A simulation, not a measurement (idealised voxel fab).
process module | voxel double patterning
cross-section cut | 230 nm wide | cells 5 nm
A cross-section is a grid of square cells, given in bands from the top down. A band is one or more rows of cells.
Each band's line starts with the height of the band's top and of its bottom, in nm. Then come its materials from left to right, each with its width in nm. One material with "throughout" fills the band from edge to edge. "air" is empty space.
Height 0 is the level under which the wafer as received is all one material. The lowest band goes on downwards, as in "0 down".
A width such as "30 to 40" changes by the same amount from each row of cells to the next, from the band's top row to its bottom row.
"no change" after a step means that no cell of the cross-section changed.
closed voids: empty space of 8 cells or more with no open way to the top, each as width x height at its distance from the left edge, in nm
after a step's settings: what the simulator itself notes on the step
overlay nm, on a step with a mask: how far to the right of its planned place the mask lay; to the left if negative
plan
1 op RECEIVE | material Si
2 op CONFORMAL_DEP | material SiO2 | thk nm 5
3 op DIRECTIONAL_DEP | material TiN | thk nm 10
4 op DIRECTIONAL_DEP | material SiCN | thk nm 5
5 op DIRECTIONAL_DEP | material aC | thk nm 15
6 op PATTERN | tone open | mask id FIRST | material resist | width nm 15 | pitch nm 50 | thk nm 30 | overlay nm 0
7 op DIRECTIONAL_ETCH | etch materials aC | depth nm 15
8 op STRIP | etch materials resist
9 op DIRECTIONAL_ETCH | etch materials SiCN | depth nm 5
10 op STRIP | etch materials aC
11 op MASKED_ETCH | tone open | mask id SECOND | width nm 15 | etch materials SiCN | depth nm 5 | overlay nm 0
12 op DIRECTIONAL_ETCH | etch materials TiN | depth nm 10
13 op STRIP | etch materials SiCN
first wafer, as planned
as received, after step 1
  0 down: Si throughout
  closed voids: none
after step 2
  5 to 0: SiO2 throughout
  below 0: unchanged
after step 3
  15 to 5: TiN throughout
  below 5: unchanged
after step 4
  20 to 15: SiCN throughout
  below 15: unchanged
after step 5
  35 to 20: aC throughout
  below 20: unchanged
after step 6
  65 to 35: resist 80 | air 15 | resist 35 | air 15 | resist 85
  below 35: unchanged
after step 7
  50 to 35: resist 80 | air 15 | resist 35 | air 15 | resist 85
  35 to 20: aC 80 | air 15 | aC 35 | air 15 | aC 85
  below 20: unchanged
after step 8
  35 to 20: aC 80 | air 15 | aC 35 | air 15 | aC 85
  below 20: unchanged
after step 9
  35 to 20: aC 80 | air 15 | aC 35 | air 15 | aC 85
  20 to 15: SiCN 80 | air 15 | SiCN 35 | air 15 | SiCN 85
  below 15: unchanged
after step 10
  20 to 15: SiCN 80 | air 15 | SiCN 35 | air 15 | SiCN 85
  below 15: unchanged
after step 11
  20 to 15: SiCN 80 | air 15 | SiCN 10 | air 15 | SiCN 10 | air 15 | SiCN 85
  below 15: unchanged
after step 12
  20 to 15: SiCN 80 | air 15 | SiCN 10 | air 15 | SiCN 10 | air 15 | SiCN 85
  15 to 5: TiN 80 | air 15 | TiN 10 | air 15 | TiN 10 | air 15 | TiN 85
  below 5: unchanged
after step 13
  15 to 5: TiN 80 | air 15 | TiN 10 | air 15 | TiN 10 | air 15 | TiN 85
  below 5: unchanged
second wafer: like start, like plan, one mistake. Through step 2 it matches the first wafer
when step 3 should have ended
  20 to 5: TiN throughout
  below 5: unchanged
when step 4 should have ended
  25 to 20: SiCN throughout
  below 20: unchanged
when step 5 should have ended
  40 to 25: aC throughout
  below 25: unchanged
when step 6 should have ended
  70 to 40: resist 80 | air 15 | resist 35 | air 15 | resist 85
  below 40: unchanged
when step 7 should have ended
  55 to 40: resist 80 | air 15 | resist 35 | air 15 | resist 85
  40 to 25: aC 80 | air 15 | aC 35 | air 15 | aC 85
  below 25: unchanged
when step 8 should have ended
  40 to 25: aC 80 | air 15 | aC 35 | air 15 | aC 85
  below 25: unchanged
when step 9 should have ended
  40 to 25: aC 80 | air 15 | aC 35 | air 15 | aC 85
  25 to 20: SiCN 80 | air 15 | SiCN 35 | air 15 | SiCN 85
  below 20: unchanged
when step 10 should have ended
  25 to 20: SiCN 80 | air 15 | SiCN 35 | air 15 | SiCN 85
  below 20: unchanged
when step 11 should have ended
  25 to 20: SiCN 80 | air 15 | SiCN 10 | air 15 | SiCN 10 | air 15 | SiCN 85
  below 20: unchanged
when step 12 should have ended
  25 to 20: SiCN 80 | air 15 | SiCN 10 | air 15 | SiCN 10 | air 15 | SiCN 85
  20 to 10: TiN 80 | air 15 | TiN 10 | air 15 | TiN 10 | air 15 | TiN 85
  below 10: unchanged
when step 13 should have ended
  20 to 10: TiN 80 | air 15 | TiN 10 | air 15 | TiN 10 | air 15 | TiN 85
  below 10: unchanged
what went wrong: step 3 ran as: op DIRECTIONAL_DEP | material TiN | thk nm 15
at the end the second wafer has, in cells: 46 more of TiN
